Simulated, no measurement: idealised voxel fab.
The following process module bears the name voxel self aligned contacts.
The width of the displayed cross-section, cut, is 300 nm; its cells are square, with a size of 5 nm.
A cross-section is written here as square cells arranged in a grid, and it is given in bands from the top down, each band taking up one or more rows of cells.
It is stipulated that each band's entry specify, in nanometres, the height of the top of the band and then that of its bottom, followed by the materials of the band in left-to-right sequence, each together with its width in nanometres. A single material marked by the word "edge to edge" is understood to fill the band from edge to edge; the word "blank" is understood to denote empty space.
Beneath 0, the wafer as received is one material, and that level is where height counting begins. The lowest band goes on downward without a bottom; it is written like "z 0 and below".
When a width is written as two numbers, as in "30..40", the first number is the width in the top row of cells of the band and the second is the width in its bottom row, and the width changes by the same amount from each row to the next.
"changes: none", as given for a step, is the statement that not any cell of the cross-section underwent a change during that step.
Closed-off voids of 8+ cells (no open route to the top) go in "Unvented cavities", written width x height at distance from the left edge, in nm.
Read whatever lies past the settings on a step's line as the simulator's own remark about the step.
overlay nm: where the mask lay relative to plan, measured to the right, on steps with a mask; negatives go left.

STEPS PLANNED FOR THE PROCESS
step 1: op RECEIVE | material Si
step 2: op OXIDIZE | depth nm 5
step 3: op DIRECTIONAL_DEP | material polySi | thk nm 25
step 4: op DIRECTIONAL_DEP | material SiN | thk nm 25
step 5: op DIRECTIONAL_DEP | material aC | thk nm 10
step 6: op PATTERN | tone cover | mask id GATE | material resist | width nm 35 | pitch nm 80 | thk nm 25 | overlay nm 0
step 7: op DIRECTIONAL_ETCH | etch materials aC | depth nm 10
step 8: op STRIP | etch materials resist
step 9: op DIRECTIONAL_ETCH | etch materials SiN | depth nm 25
step 10: op DIRECTIONAL_ETCH | etch materials polySi | depth nm 25
step 11: op STRIP | etch materials aC
step 12: op CONFORMAL_DEP | material SiN | thk nm 10
step 13: op DIRECTIONAL_ETCH | etch materials SiN | depth nm 10
step 14: op FILL_DEP | material SiO2 | thk nm 15
step 15: op CMP | height nm 60
step 16: op DIRECTIONAL_DEP | material aC | thk nm 10
step 17: op PATTERN | tone open | mask id CONTACT | material resist | width nm 65 | pitch nm 80 | thk nm 25 | overlay nm 0
step 18: op DIRECTIONAL_ETCH | etch materials aC | depth nm 10
step 19: op STRIP | etch materials resist
step 20: op DIRECTIONAL_ETCH | etch materials SiO2 | depth nm 65
step 21: op STRIP | etch materials aC
step 22: op CONFORMAL_DEP | material TiN | thk nm 5
step 23: op FILL_DEP | material Ru | thk nm 10
step 24: op CMP | height nm 60
step 25: op CONFORMAL_DEP | material SiN | thk nm 5

CROSS-SECTION: WAFER ON ARRIVAL = AFTER STEP 1
> z 0 and below = Si edge to edge
> Unvented cavities: none

SECTIONED VIEW, FIRST OF TWO WAFERS, AT THE CLOSE OF THE MODULE, PROCESSED AS INTENDED IN THE PLAN
> z 65 to 60 = SiN edge to edge
> z 60 to 50 = SiO2 (75), TiN (5..25), Ru (55..15), TiN (5..25), SiO2 (15), TiN (5..25), Ru (55..15), TiN (5..25), SiO2 (80)
> z 50 to 25 = SiO2 (40), SiN (55), TiN (5), Ru (15), TiN (5), SiN (55), TiN (5), Ru (15), TiN (5), SiN (55), SiO2 (45)
> z 25 to 0 = SiO2 (40), SiN (10), polySi (35), SiN (10), TiN (5), Ru (15), TiN (5), SiN (10), polySi (35), SiN (10), TiN (5), Ru (15), TiN (5), SiN (10), polySi (35), SiN (10), SiO2 (45)
> z 0 to -5 = SiO2 (95), TiN (25), SiO2 (55), TiN (25), SiO2 (100)
> z -5 and below = Si edge to edge
> Unvented cavities: none

THIS CROSS-SECTION BELONGS TO THE SECOND WAFER OF TWO AT THE END OF THE MODULE; THE START AND THE PLAN WERE SHARED WITH THE FIRST, AND THE RUN INCLUDED ONE MISTAKE
> z 65 to 60 = SiN edge to edge
> z 60 to 55 = SiO2 (75), TiN (5), Ru (55), TiN (5), SiO2 (15), TiN (5), Ru (55), TiN (5), SiO2 (80)
> z 55 to 50 = SiO2 (75), TiN (65), SiO2 (15), TiN (65), SiO2 (80)
> z 50 to 25 = SiN (60), SiO2 (15), SiN (65), SiO2 (15), SiN (65), SiO2 (15), SiN (65)
> z 25 to 0 = polySi (50), SiN (10), SiO2 (15), SiN (10), polySi (45), SiN (10), SiO2 (15), SiN (10), polySi (45), SiN (10), SiO2 (15), SiN (10), polySi (55)
> z 0 to -5 = SiO2 edge to edge
> z -5 and below = Si edge to edge
> Unvented cavities: none
What broke from the plan during processing? for step 6, the planned setting was not used; the step was instead run as op PATTERN | tone open | mask id GATE | material resist | width nm 35 | pitch nm 80 | thk nm 25 | overlay nm 0
Cell-count delta at end, second wafer over first, by material: -66 Ru, +90 SiN, -70 SiO2, -44 TiN, +90 polySi
